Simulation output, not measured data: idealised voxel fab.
Process module in this document: voxel self aligned contacts
Xsec cut, 280 nm wide, square cell size 5 nm.
Bands, listed from the top down, are how a cross-section gets written in this document; the cross-section itself is a grid of square cells, and a band is one or more rows of them. It is stipulated that each band's entry specify, in nanometres, the height of the top of the band and then that of its bottom, followed by the materials of the band in left-to-right sequence, each together with its width in nanometres. A single material marked by the word "everywhere" is understood to fill the band from edge to edge; the word "empty" is understood to denote empty space. Ref level 0: as-received wafer is one material below here. Bottom band extends down with no lower bound ("top 0, no bottom"). Top row gets the first number, bottom row gets the second, and each row in between changes by the same step: that is how a band width like "30..40" works. You'll sometimes find "no modification" written for a step, and that's the way of saying that nowhere in the cross-section did a cell change during that step. Under "Trapped void list" you'll find the enclosed gaps, the ones with no way out to the top, that are 8 cells or bigger; each reads width x height at distance, with distance counted from the left edge, everything in nm. Note: text after step settings on the step line = simulator remark on that step. What "overlay nm" on a step's line means: if the step has a mask, that mask lay this far to the right of its planned place, or, when the value is negative, to the left.
## Process steps (planned)
1. RECEIVE | material Si
2. OXIDIZE | depth nm 5
3. DIRECTIONAL_DEP | material polySi | thk nm 20
4. DIRECTIONAL_DEP | material SiN | thk nm 25
5. DIRECTIONAL_DEP | material aC | thk nm 10
6. PATTERN | tone cover | mask id GATE | material resist | width nm 30 | pitch nm 75 | thk nm 25 | overlay nm -15
7. DIRECTIONAL_ETCH | etch materials aC | depth nm 10
8. STRIP | etch materials resist
9. DIRECTIONAL_ETCH | etch materials SiN | depth nm 25
10. DIRECTIONAL_ETCH | etch materials polySi | depth nm 20
11. STRIP | etch materials aC
12. CONFORMAL_DEP | material SiN | thk nm 10
13. DIRECTIONAL_ETCH | etch materials SiN | depth nm 10
14. FILL_DEP | material SiO2 | thk nm 15
15. CMP | height nm 55
16. PATTERN | tone open | mask id CONTACT | material resist | width nm 55 | thk nm 15 | overlay nm 0
17. DIRECTIONAL_ETCH | etch materials SiO2 | depth nm 60
18. STRIP | etch materials resist
19. CONFORMAL_DEP | material TiN | thk nm 5
20. FILL_DEP | material W | thk nm 10
21. CMP | height nm 55
22. CONFORMAL_DEP | material SiCN | thk nm 5
It is noted that the wafers described herein are identical at the outset and are distinguished by the overlay nm of step 6; the value stated in the plan corresponds to the first wafer.
## After step 1, as received: first of several wafers, cross-section
* top 0, no bottom  Si everywhere
* Trapped void list: none
## Post step 22, the closing step of the module: first of several wafers, cross-sectioned
* top 60, bottom 55  SiCN everywhere
* top 55, bottom 45  SiO2 110 | TiN 5 | W 45..15 | TiN 5..35 | SiO2 115
* top 45, bottom 20  SiO2 60 | SiN 50 | TiN 5 | W 15 | TiN 5 | SiN 50 | SiO2 95
* top 20, bottom 0  SiO2 60 | SiN 10 | polySi 30 | SiN 10 | TiN 5 | W 15 | TiN 5 | SiN 10 | polySi 30 | SiN 10 | SiO2 95
* top 0, bottom -5  SiO2 110 | TiN 25 | SiO2 145
* top -5, no bottom  Si everywhere
* Trapped void list: none
## Last-wafer cross-section at the end of the module
* top 60, bottom 55  SiCN everywhere
* top 55, bottom 45  SiO2 110 | TiN 5..35 | W 45..15 | TiN 5 | SiO2 115
* top 45, bottom 20  SiO2 90 | SiN 50 | TiN 5 | W 15 | TiN 5 | SiN 50 | SiO2 65
* top 20, bottom 0  SiO2 90 | SiN 10 | polySi 30 | SiN 10 | TiN 5 | W 15 | TiN 5 | SiN 10 | polySi 30 | SiN 10 | SiO2 65
* top 0, bottom -5  SiO2 140 | TiN 25 | SiO2 115
* top -5, no bottom  Si everywhere
* Trapped void list: none
## Where each wafer stands at the end of the module, a row apiece: cells of each material gained (+) or lost (-) since it was received, then closed voids
overlay nm -15 | -56 Si | +56 SiCN | +132 SiN | +420 SiO2 | +33 TiN | +39 W | +48 polySi | Trapped void list: none
overlay nm -10 | -56 Si | +56 SiCN | +132 SiN | +420 SiO2 | +33 TiN | +39 W | +48 polySi | Trapped void list: none
overlay nm -5 | -56 Si | +56 SiCN | +132 SiN | +420 SiO2 | +33 TiN | +39 W | +48 polySi | Trapped void list: none
overlay nm 0 | -56 Si | +56 SiCN | +132 SiN | +420 SiO2 | +33 TiN | +39 W | +48 polySi | Trapped void list: none
overlay nm 5 | -56 Si | +56 SiCN | +132 SiN | +420 SiO2 | +33 TiN | +39 W | +48 polySi | Trapped void list: none
overlay nm 10 | -56 Si | +56 SiCN | +132 SiN | +420 SiO2 | +33 TiN | +39 W | +48 polySi | Trapped void list: none
overlay nm 15 | -56 Si | +56 SiCN | +132 SiN | +420 SiO2 | +33 TiN | +39 W | +48 polySi | Trapped void list: none
